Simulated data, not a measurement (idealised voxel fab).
Process module heading - voxel wiring stack
The figure presents cross-section cut, which has a width of 170 nm and is divided into square cells with an edge length of 5 nm.
A cross-section is a grid of square cells, given in bands from the top down. A band is one or more rows of cells.
A band entry consists of two parts. The first gives the height of the band's top and the height of its bottom, in nm. The rest lists the band's materials from left to right, each with its width in nm. A single material labelled with the word "full width" fills the band from edge to edge, and the word "blank" marks empty space.
Height is counted from the level 0, under which the received wafer is composed throughout of one material. The lowest of the bands is not closed at the bottom but continues downward, in the notation "0 -> down".
Width spec "30->40" -> top row of cells at first value, bottom row at second value, equal per-row change in between.
Any step labelled "no modifications" changed none of the cells in the cross-section.
Entry "Cavities, closed" = empty spaces >= 8 cells with no open way to the top; each as width x height at distance, distance from left edge, all nm.
That trailing text on a step's line, after the settings, is the simulator's own remark on the step.
The line of a step may include "overlay nm". On a step with a mask, this value is how far to the right of its planned place the mask lay. A negative value means the mask lay to the left.
Steps in the process plan:
1: RECEIVE,material Si
2: CONFORMAL_DEP,material SiO2,thk nm 10
3: DIRECTIONAL_DEP,material TiN,thk nm 5
4: DIRECTIONAL_DEP,material Ru,thk nm 25
5: DIRECTIONAL_DEP,material aC,thk nm 10
6: PATTERN,tone cover,mask id METAL_1,material resist,width nm 20,pitch nm 35,thk nm 30,overlay nm 0
7: DIRECTIONAL_ETCH,etch materials aC,depth nm 10
8: STRIP,etch materials resist
9: DIRECTIONAL_ETCH,etch materials Ru,depth nm 25
10: DIRECTIONAL_ETCH,etch materials TiN,depth nm 5
11: STRIP,etch materials aC
12: CONFORMAL_DEP,material SiN,thk nm 5
13: FILL_DEP,material lowk,thk nm 10
14: CMP,height nm 40
15: CONFORMAL_DEP,material SiCN,thk nm 5
16: DIRECTIONAL_DEP,material lowk,thk nm 25
17: DIRECTIONAL_DEP,material aC,thk nm 15
18: PATTERN,tone open,mask id METAL_2,material resist,width nm 20,pitch nm 35,thk nm 30,overlay nm 0
19: DIRECTIONAL_ETCH,etch materials aC,depth nm 15
20: STRIP,etch materials resist
21: DIRECTIONAL_ETCH,etch materials lowk,depth nm 15
22: STRIP,etch materials aC
23: DIRECTIONAL_DEP,material aC,thk nm 10
24: PATTERN,tone open,mask id METAL_2_HOLES,material resist,width nm 15,pitch nm 35,thk nm 25,overlay nm -15
25: DIRECTIONAL_ETCH,etch materials aC,depth nm 10
26: STRIP,etch materials resist
27: DIRECTIONAL_ETCH,etch materials lowk,depth nm 10
28: DIRECTIONAL_ETCH,etch materials SiCN,depth nm 5
29: STRIP,etch materials aC
30: CONFORMAL_DEP,material TiN,thk nm 5
31: FILL_DEP,material Ru,thk nm 5
32: CMP,height nm 70
33: CONFORMAL_DEP,material SiCN,thk nm 5
Same starting wafers, different overlay nm at step 24. Plan value belongs to the first wafer.
The first of several wafers as received, shown in cross-section; this is its state after step 1:
	0 -> down = Si full width
	Cavities, closed: none
The following table contains a row per wafer, in which are reported, at the conclusion of the module, the cells of each material gained (+) or lost (-) since the wafer's receipt, with its closed voids given thereafter:
overlay nm -15; +85 Ru; +68 SiCN; +52 SiN; +68 SiO2; +41 TiN; +196 lowk; Cavities, closed: none
overlay nm -10; +78 Ru; +65 SiCN; +52 SiN; +68 SiO2; +51 TiN; +196 lowk; Cavities, closed: none
overlay nm -5; +75 Ru; +62 SiCN; +52 SiN; +68 SiO2; +57 TiN; +196 lowk; Cavities, closed: none
overlay nm 0; +81 Ru; +59 SiCN; +52 SiN; +68 SiO2; +54 TiN; +196 lowk; Cavities, closed: none
overlay nm 5; +81 Ru; +59 SiCN; +52 SiN; +68 SiO2; +54 TiN; +196 lowk; Cavities, closed: none
overlay nm 10; +75 Ru; +62 SiCN; +52 SiN; +68 SiO2; +57 TiN; +196 lowk; Cavities, closed: none
overlay nm 15; +78 Ru; +65 SiCN; +52 SiN; +68 SiO2; +51 TiN; +196 lowk; Cavities, closed: none
